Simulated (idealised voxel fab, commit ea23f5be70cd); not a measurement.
This is a process module. Its name is voxel wiring stack.
Section cut is 195 nm wide and gridded with 5 nm square cells.
Heads up, the way a cross-section reads in here is a grid of square cells, handed over as bands from the top down, with every band being one or more rows of cells.
Band: top and bottom heights (nm) first, top before bottom; then materials from left to right, widths in nm. "all across" marks a sole material filling the band edge to edge. "air" denotes empty space.
For the purposes of this specification, 0 denotes the height below which the wafer in its as-received condition is composed wholly of one material, and the lowermost band, lacking a lower limit, extends downward without end, as expressed in "from 0 down".
The width entry "30..40" should be interpreted row by row: the top row of cells in the band takes the first number, the bottom row takes the second number, and the change between adjacent rows is uniform throughout.
A step reported as "nothing changed" is a step in which no cell of the cross-section changed.
"Unvented voids": sealed empty spaces, 8 cells or more, no open way to top, listed width x height at distance, with distance from the left edge and width, height and distance in nm.
If you see something after the settings on a step's line, that's the simulator's own remark about that step.
"overlay nm", when on a step's line for a step with a mask, measures how far to the right of its planned place the mask lay; a negative measure means to the left.
Here's what the planned process steps look like:
1 RECEIVE [material Si]
2 CONFORMAL_DEP [material SiO2] [thk nm 10]
3 CONFORMAL_DEP [material SiN] [thk nm 5]
4 DIRECTIONAL_DEP [material SiO2] [thk nm 15]
5 DIRECTIONAL_DEP [material aC] [thk nm 15]
6 PATTERN [tone open] [mask id METAL_1] [material resist] [width nm 25] [pitch nm 40] [thk nm 35] [overlay nm 0]
7 DIRECTIONAL_ETCH [etch materials aC] [depth nm 15]
8 STRIP [etch materials resist]
9 DIRECTIONAL_ETCH [etch materials SiO2] [depth nm 15]
10 DIRECTIONAL_ETCH [etch materials SiN] [depth nm 5]
11 STRIP [etch materials aC]
12 CONFORMAL_DEP [material TiN] [thk nm 5]
13 FILL_DEP [material W] [thk nm 10]
14 CMP [height nm 30]
15 EPI [material Ru] [thk nm 5]
16 FILL_DEP [material SiCN] [thk nm 5]
17 DIRECTIONAL_DEP [material lowk] [thk nm 15]
18 DIRECTIONAL_DEP [material aC] [thk nm 10]
19 PATTERN [tone open] [mask id PLUG_1] [material resist] [width nm 15] [pitch nm 40] [thk nm 30] [overlay nm 0]
20 DIRECTIONAL_ETCH [etch materials aC] [depth nm 10]
21 STRIP [etch materials resist]
22 DIRECTIONAL_ETCH [etch materials lowk] [depth nm 15]
23 DIRECTIONAL_ETCH [etch materials SiCN] [depth nm 5]
24 STRIP [etch materials aC]
25 CONFORMAL_DEP [material TiN] [thk nm 5]
26 FILL_DEP [material W] [thk nm 10]
27 CMP [height nm 55]
28 CONFORMAL_DEP [material SiN] [thk nm 5]
29 DIRECTIONAL_DEP [material SiO2] [thk nm 20]
30 MASKED_ETCH [tone open] [mask id METAL_2] [width nm 25] [pitch nm 40] [etch materials SiO2] [depth nm 20] [overlay nm 0]
31 MASKED_ETCH [tone open] [mask id METAL_2] [width nm 25] [pitch nm 40] [etch materials SiN] [depth nm 5] [overlay nm 0]
32 CONFORMAL_DEP [material TiN] [thk nm 5]
33 FILL_DEP [material Cu] [thk nm 5]
34 CMP [height nm 80]
35 CONFORMAL_DEP [material SiCN] [thk nm 5]
36 DIRECTIONAL_DEP [material SiO2] [thk nm 20]
37 DIRECTIONAL_DEP [material aC] [thk nm 15]
38 PATTERN [tone open] [mask id PLUG_2] [material resist] [width nm 15] [pitch nm 40] [thk nm 30] [overlay nm 0]
39 DIRECTIONAL_ETCH [etch materials aC] [depth nm 15]
40 STRIP [etch materials resist]
41 DIRECTIONAL_ETCH [etch materials SiO2] [depth nm 20]
42 DIRECTIONAL_ETCH [etch materials SiCN] [depth nm 5]
43 STRIP [etch materials aC]
44 CONFORMAL_DEP [material TiN] [thk nm 5]
45 FILL_DEP [material W] [thk nm 10]
46 CMP [height nm 105]
47 DIRECTIONAL_DEP [material TiN] [thk nm 5]
48 DIRECTIONAL_DEP [material W] [thk nm 25]
49 PATTERN [tone cover] [mask id METAL_3] [material resist] [width nm 25] [pitch nm 40] [thk nm 20] [overlay nm 0]
50 DIRECTIONAL_ETCH [etch materials W] [depth nm 25]
51 DIRECTIONAL_ETCH [etch materials TiN] [depth nm 5]
52 STRIP [etch materials resist]
53 FILL_DEP [material lowk] [thk nm 5]
54 CMP [height nm 135]
55 CONFORMAL_DEP [material SiN] [thk nm 5]
Received-state cross-section, reflecting completion of step 1:
* from 0 down = Si all across
* Unvented voids: none
first wafer at the end, as planned:
* from 140 to 135 = SiN all across
* from 135 to 110 = lowk (45); W (25); lowk (15); W (25); lowk (15); W (25); lowk (45)
* from 110 to 105 = lowk (45); TiN (25); lowk (15); TiN (25); lowk (15); TiN (25); lowk (45)
* from 105 to 85 = SiO2 (45); TiN (5); W (5); TiN (5); SiO2 (25); TiN (5); W (5); TiN (5); SiO2 (25); TiN (5); W (5); TiN (5); SiO2 (55)
* from 85 to 80 = SiCN (45); TiN (15); SiCN (25); TiN (15); SiCN (25); TiN (15); SiCN (55)
* from 80 to 60 = SiO2 (45); TiN (5); Cu (15); TiN (5); SiO2 (15); TiN (5); Cu (15); TiN (5); SiO2 (15); TiN (5); Cu (15); TiN (5); SiO2 (45)
* from 60 to 55 = SiN (45); TiN (25); SiN (15); TiN (25); SiN (15); TiN (25); SiN (45)
* from 55 to 40 = lowk (45); TiN (5); W (5); TiN (5); lowk (25); TiN (5); W (5); TiN (5); lowk (25); TiN (5); W (5); TiN (5); lowk (55)
* from 40 to 35 = SiCN (45); TiN (15); SiCN (25); TiN (15); SiCN (25); TiN (15); SiCN (55)
* from 35 to 30 = SiCN (40); Ru (35); SiCN (5); Ru (35); SiCN (5); Ru (35); SiCN (40)
* from 30 to 15 = SiO2 (45); TiN (5); W (15); TiN (5); SiO2 (15); TiN (5); W (15); TiN (5); SiO2 (15); TiN (5); W (15); TiN (5); SiO2 (45)
* from 15 to 10 = SiN (45); TiN (25); SiN (15); TiN (25); SiN (15); TiN (25); SiN (45)
* from 10 to 0 = SiO2 all across
* from 0 down = Si all across
* Unvented voids: none
Second wafer through the module, sectioned at the end: same beginning and same plan as the first wafer, with one mistake in carrying it out:
* from 140 to 135 = SiN all across
* from 135 to 110 = lowk (45); W (25); lowk (15); W (25); lowk (15); W (25); lowk (45)
* from 110 to 105 = lowk (45); TiN (25); lowk (15); TiN (25); lowk (15); TiN (25); lowk (45)
* from 105 to 85 = SiO2 (45); TiN (5); W (5); TiN (5); SiO2 (25); TiN (5); W (5); TiN (5); SiO2 (25); TiN (5); W (5); TiN (5); SiO2 (55)
* from 85 to 80 = SiCN (45); TiN (15); SiCN (25); TiN (15); SiCN (25); TiN (15); SiCN (55)
* from 80 to 60 = SiO2 (45); TiN (5); Cu (15); TiN (5); SiO2 (15); TiN (5); Cu (15); TiN (5); SiO2 (15); TiN (5); Cu (15); TiN (5); SiO2 (45)
* from 60 to 55 = SiN (45); TiN (25); SiN (15); TiN (25); SiN (15); TiN (25); SiN (45)
* from 55 to 40 = lowk (45); TiN (5); W (5); TiN (5); lowk (25); TiN (5); W (5); TiN (5); lowk (25); TiN (5); W (5); TiN (5); lowk (55)
* from 40 to 35 = SiCN (45); TiN (15); SiCN (25); TiN (15); SiCN (25); TiN (15); SiCN (55)
* from 35 to 30 = SiCN (40); Ru (35); SiCN (5); Ru (35); SiCN (5); Ru (35); SiCN (40)
* from 30 to 25 = SiN (45); TiN (25); SiN (15); TiN (25); SiN (15); TiN (25); SiN (45)
* from 25 to 0 = SiO2 all across
* from 0 down = Si all across
* Unvented voids: none
Deviation noted in wafer processing: plan vs actual: 3 and 4 interchanged
End of process, cell counts, second wafer against first, materials with more or fewer: +45 SiO2; -18 TiN; -27 W
